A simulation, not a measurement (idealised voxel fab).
Name of the process module below: voxel ribs on slabs
150 nm wide, 5 nm square cells: that's cross-section cut.
Just so we're on the same page, the cross-sections are grids of square cells, and they're listed out in bands top to bottom, each band one or more rows deep.
Heights first: top, then bottom, in nm. Then materials, left to right, each with a width in nm. "throughout" on a single material: fills the band edge to edge. "empty": empty space.
Counting heights begins at 0, where everything beneath is, in the wafer as received, one material. The lowest band has no bottom; it goes on downwards, as "0 -> down" shows.
Width spec "30 to 40" -> top row of cells at first value, bottom row at second value, equal per-row change in between.
What does "remains unaltered" mean for a step? It means no cell of the cross-section changed in that step.
Empty spaces counting at least 8 cells and having no open way to the top are listed in "Enclosed void catalog". The notation width x height at distance is used for each, the distance being from the left edge and all three values in nm.
Where a step's line continues beyond its settings, the continuation is a remark by the simulator itself on that step.
When a step includes a mask, the "overlay nm" setting on its line states how far to the right of its planned place that mask lay, and negative values state how far to the left.
-- Intended process steps
1: RECEIVE (material Si)
2: DIRECTIONAL_DEP (material SiO2; thk nm 20)
3: DIRECTIONAL_DEP (material polySi; thk nm 15)
4: PATTERN (tone cover; mask id RIB; material resist; width nm 25; thk nm 20; overlay nm 0)
5: DIRECTIONAL_ETCH (etch materials polySi; depth nm 10)
6: STRIP (etch materials resist)
7: PATTERN (tone cover; mask id SLAB; material resist; width nm 85; thk nm 20; overlay nm 0)
8: DIRECTIONAL_ETCH (etch materials polySi; depth nm 5)
9: STRIP (etch materials resist)
10: FILL_DEP (material SiO2; thk nm 20)
11: CMP (height nm 35)
12: DIRECTIONAL_DEP (material W; thk nm 10)
13: MASKED_ETCH (tone cover; mask id HEATER; width nm 35; etch materials W; depth nm 10; overlay nm 0)
14: CONFORMAL_DEP (material SiN; thk nm 10)
Keep in mind the plan's value for the height nm of step 11 comes from the first wafer; the wafers don't share that setting, but they do share the same starting point.
-- Cross-section of the first of several wafers as received (after step 1)
    0 -> down = Si throughout
    Enclosed void catalog: none
-- First wafer of several, cross-section, module end, after step 14 (last)
    55 -> 45 = empty 45 nm / SiN 55 nm / empty 50 nm
    45 -> 35 = SiN 55 nm / W 35 nm / SiN 60 nm
    35 -> 25 = SiO2 60 nm / polySi 25 nm / SiO2 65 nm
    25 -> 20 = SiO2 30 nm / polySi 85 nm / SiO2 35 nm
    20 -> 0 = SiO2 throughout
    0 -> down = Si throughout
    Enclosed void catalog: none
-- Cross-section, last wafer, module completion
    75 -> 65 = empty 45 nm / SiN 55 nm / empty 50 nm
    65 -> 55 = SiN 55 nm / W 35 nm / SiN 60 nm
    55 -> 35 = SiO2 throughout
    35 -> 25 = SiO2 60 nm / polySi 25 nm / SiO2 65 nm
    25 -> 20 = SiO2 30 nm / polySi 85 nm / SiO2 35 nm
    20 -> 0 = SiO2 throughout
    0 -> down = Si throughout
    Enclosed void catalog: none
-- Wafer rows, end of module: cells per material gained (+) or lost (-) since receipt; closed voids last
height nm 35, +68 SiN, +183 SiO2, +14 W, +27 polySi, Enclosed void catalog: none
height nm 40, +68 SiN, +213 SiO2, +14 W, +27 polySi, Enclosed void catalog: none
height nm 45, +68 SiN, +243 SiO2, +14 W, +27 polySi, Enclosed void catalog: none
height nm 50, +68 SiN, +273 SiO2, +14 W, +27 polySi, Enclosed void catalog: none
height nm 55, +68 SiN, +303 SiO2, +14 W, +27 polySi, Enclosed void catalog: none
